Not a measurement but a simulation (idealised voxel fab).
Module name: voxel wiring stack (process module)
Cross-section cut spans 210 nm and uses square cells 5 nm in size.
This document writes a cross-section as a grid whose cells are square, and gives it as bands, listed from the top down; one or more rows of cells form a band.
A band entry consists of two parts. The first gives the height of the band's top and the height of its bottom, in nm. The rest lists the band's materials from left to right, each with its width in nm. A single material labelled with the word "all across" fills the band from edge to edge, and the word "empty" marks empty space.
Height reference: 0 = level under which incoming wafer is all one material. Lowest band: no bottom, runs on downward, e.g. "0 -> down".
Think of "30 to 40" as a width that walks from the first number to the second as you go down the band, top row to bottom row, taking equal-sized steps from row to row.
"no alterations made" (step): cross-section cells unchanged, all of them.
For the entry "Fully enclosed voids", the listed items are empty spaces with no open way to the top whose size is 8 cells or more; each item follows the pattern width x height at distance, where distance is from the left edge and all three are in nm.
Formally, on a step line, whatever follows the settings is a remark that the simulator itself makes on the step.
If you see "overlay nm" on a step's line and that step has a mask, it's telling you how far right of where it was planned the mask ended up; a negative number means it went left instead.

[List of planned process steps]
1,RECEIVE, material Si
2,CONFORMAL_DEP, material SiO2, thk nm 10
3,CONFORMAL_DEP, material SiN, thk nm 5
4,DIRECTIONAL_DEP, material lowk, thk nm 25
5,DIRECTIONAL_DEP, material aC, thk nm 15
6,PATTERN, tone open, mask id METAL_1, material resist, width nm 30, pitch nm 45, thk nm 30, overlay nm 0
7,DIRECTIONAL_ETCH, etch materials aC, depth nm 15
8,STRIP, etch materials resist
9,DIRECTIONAL_ETCH, etch materials lowk, depth nm 25
10,DIRECTIONAL_ETCH, etch materials SiN, depth nm 5
11,STRIP, etch materials aC
12,CONFORMAL_DEP, material TiN, thk nm 5
13,FILL_DEP, material Cu, thk nm 5
14,CMP, height nm 40
15,CONFORMAL_DEP, material SiCN, thk nm 5
16,DIRECTIONAL_DEP, material lowk, thk nm 35
17,DIRECTIONAL_DEP, material aC, thk nm 15
18,PATTERN, tone open, mask id METAL_2_HOLES, material resist, width nm 15, thk nm 35, overlay nm 0
19,DIRECTIONAL_ETCH, etch materials aC, depth nm 15
20,STRIP, etch materials resist
21,DIRECTIONAL_ETCH, etch materials lowk, depth nm 35
22,STRIP, etch materials aC
23,DIRECTIONAL_DEP, material aC, thk nm 15
24,PATTERN, tone open, mask id METAL_2, material resist, width nm 30, pitch nm 45, thk nm 30, overlay nm 0
25,DIRECTIONAL_ETCH, etch materials aC, depth nm 15
26,STRIP, etch materials resist
27,DIRECTIONAL_ETCH, etch materials lowk, depth nm 20
28,DIRECTIONAL_ETCH, etch materials SiCN, depth nm 5
29,STRIP, etch materials aC
30,CONFORMAL_DEP, material TiN, thk nm 5
31,FILL_DEP, material Cu, thk nm 5
32,CMP, height nm 80
33,CONFORMAL_DEP, material SiCN, thk nm 5
34,DIRECTIONAL_DEP, material SiO2, thk nm 15
35,MASKED_ETCH, tone open, mask id PLUG_2, width nm 15, etch materials SiO2, depth nm 15, overlay nm 0
36,MASKED_ETCH, tone open, mask id PLUG_2, width nm 15, etch materials SiCN, depth nm 5, overlay nm 0
37,EPI, material Ru, thk nm 10
38,EPI, material Ru, thk nm 10
39,CONFORMAL_DEP, material SiN, thk nm 5
40,DIRECTIONAL_DEP, material lowk, thk nm 20
41,PATTERN, tone open, mask id METAL_3, material resist, width nm 30, pitch nm 45, thk nm 20, overlay nm 0
42,DIRECTIONAL_ETCH, etch materials lowk, depth nm 20
43,DIRECTIONAL_ETCH, etch materials SiN, depth nm 5
44,STRIP, etch materials resist
45,CONFORMAL_DEP, material TiN, thk nm 5
46,FILL_DEP, material W, thk nm 5
47,CMP, height nm 125
48,CONFORMAL_DEP, material SiCN, thk nm 5

[Cross-section: wafer on arrival = after step 1]
    0 -> down  Si all across
    Fully enclosed voids: none

[Starting structure and process plan are as shown above, but one mistake was made in running the module; the wafer cross-section at the end of the module follows]
    130 -> 125  SiCN all across
    125 -> 105  lowk (65) | TiN (5) | W (20) | TiN (5) | lowk (15) | TiN (5) | W (20) | TiN (5) | lowk (70)
    105 -> 100  SiN (65) | TiN (30) | SiN (15) | TiN (30) | SiN (70)
    100 -> 85  SiO2 (65) | Ru (15) | SiO2 (130)
    85 -> 80  SiCN (65) | Ru (15) | SiCN (130)
    80 -> 65  lowk (65) | TiN (5) | Cu (20) | TiN (5) | lowk (15) | TiN (5) | Cu (20) | TiN (5) | lowk (70)
    65 -> 60  lowk (65) | TiN (5) | Cu (5) | TiN (20) | lowk (15) | TiN (30) | lowk (70)
    60 -> 45  lowk (65) | TiN (5) | Cu (5) | TiN (5) | lowk (130)
    45 -> 40  SiCN (65) | TiN (15) | SiCN (130)
    40 -> 15  Cu (60) | TiN (5) | lowk (30) | TiN (5) | Cu (5) | TiN (5) | lowk (30) | TiN (5) | Cu (65)
    15 -> 10  TiN (65) | SiN (30) | TiN (15) | SiN (30) | TiN (70)
    10 -> 0  SiO2 all across
    0 -> down  Si all across
    Fully enclosed voids: none
So what did we get wrong on this run? step 6 was run on a setting that differed from the plan, and what really ran there is PATTERN, tone cover, mask id METAL_1, material resist, width nm 30, pitch nm 45, thk nm 30, overlay nm 0
